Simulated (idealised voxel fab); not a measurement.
The following is a process module called voxel tone inversion.
For reference, the cross-section in this document is cut, with width 240 nm and square cells of 5 nm.
Just so we're on the same page, the cross-sections are grids of square cells, and they're listed out in bands top to bottom, each band one or more rows deep. A band entry consists of two parts. The first gives the height of the band's top and the height of its bottom, in nm. The rest lists the band's materials from left to right, each with its width in nm. A single material labelled with the word "everywhere" fills the band from edge to edge, and the word "blank" marks empty space. The level at which height equals 0 is the one under which the wafer, as it arrives, is entirely one material. No lower edge exists for the bottom band, which continues downward and is notated as in "0..down". With a width like "30->40", each row of cells in the band differs from the next by the same amount, the top row carrying the first number and the bottom row the second. Step marked "left unchanged"? Then no cell in the cross-section changed in it. Listed in "Sealed-off cavities": every empty space of 8 or more cells without an open way to the top. Form: width x height at distance, the distance being from the left edge, all in nm. Formally, on a step line, whatever follows the settings is a remark that the simulator itself makes on the step. What "overlay nm" on a step's line means: if the step has a mask, that mask lay this far to the right of its planned place, or, when the value is negative, to the left.

### These are the steps we planned for the process
| 1 | RECEIVE with material Si |
| 2 | CONFORMAL_DEP with material SiN, thk nm 5 |
| 3 | DIRECTIONAL_DEP with material polySi, thk nm 20 |
| 4 | PATTERN with tone cover, mask id POSTS, material resist, width nm 15, pitch nm 45, thk nm 25, overlay nm 0 |
| 5 | DIRECTIONAL_ETCH with etch materials polySi, depth nm 20 |
| 6 | STRIP with etch materials resist |
| 7 | FILL_DEP with material lowk, thk nm 10 |
| 8 | CMP with height nm 25 |
| 9 | STRIP with etch materials polySi |
| 10 | CONFORMAL_DEP with material TiN, thk nm 5 |
| 11 | FILL_DEP with material Cu, thk nm 10 |
| 12 | CMP with height nm 25 |
| 13 | CONFORMAL_DEP with material SiCN, thk nm 5 |

### Cross-section, incoming material, after step 1
    0..down  Si everywhere
    Sealed-off cavities: none

### First of two wafers at the end of the module, shown in cross-section; run carried out as planned
    30..25  SiCN everywhere
    25..10  lowk 45 nm, TiN 5 nm, Cu 5 nm, TiN 5 nm, lowk 30 nm, TiN 5 nm, Cu 5 nm, TiN 5 nm, lowk 30 nm, TiN 5 nm, Cu 5 nm, TiN 5 nm, lowk 30 nm, TiN 5 nm, Cu 5 nm, TiN 5 nm, lowk 45 nm
    10..5  lowk 45 nm, TiN 15 nm, lowk 30 nm, TiN 15 nm, lowk 30 nm, TiN 15 nm, lowk 30 nm, TiN 15 nm, lowk 45 nm
    5..0  SiN everywhere
    0..down  Si everywhere
    Sealed-off cavities: none

### Second wafer cross-section at end of module - shared start and plan with the first, one mistake in the run
    30..25  SiCN everywhere
    25..20  SiN everywhere
    20..0  polySi everywhere
    0..down  Si everywhere
    Sealed-off cavities: none
Against the plan, the run slipped here: the run placed steps 2 and 3 each in the position the plan gave to the other
At the finish, the second wafer shows more or fewer cells for some materials than the first does: -12 Cu; -36 TiN; -144 lowk; +192 polySi
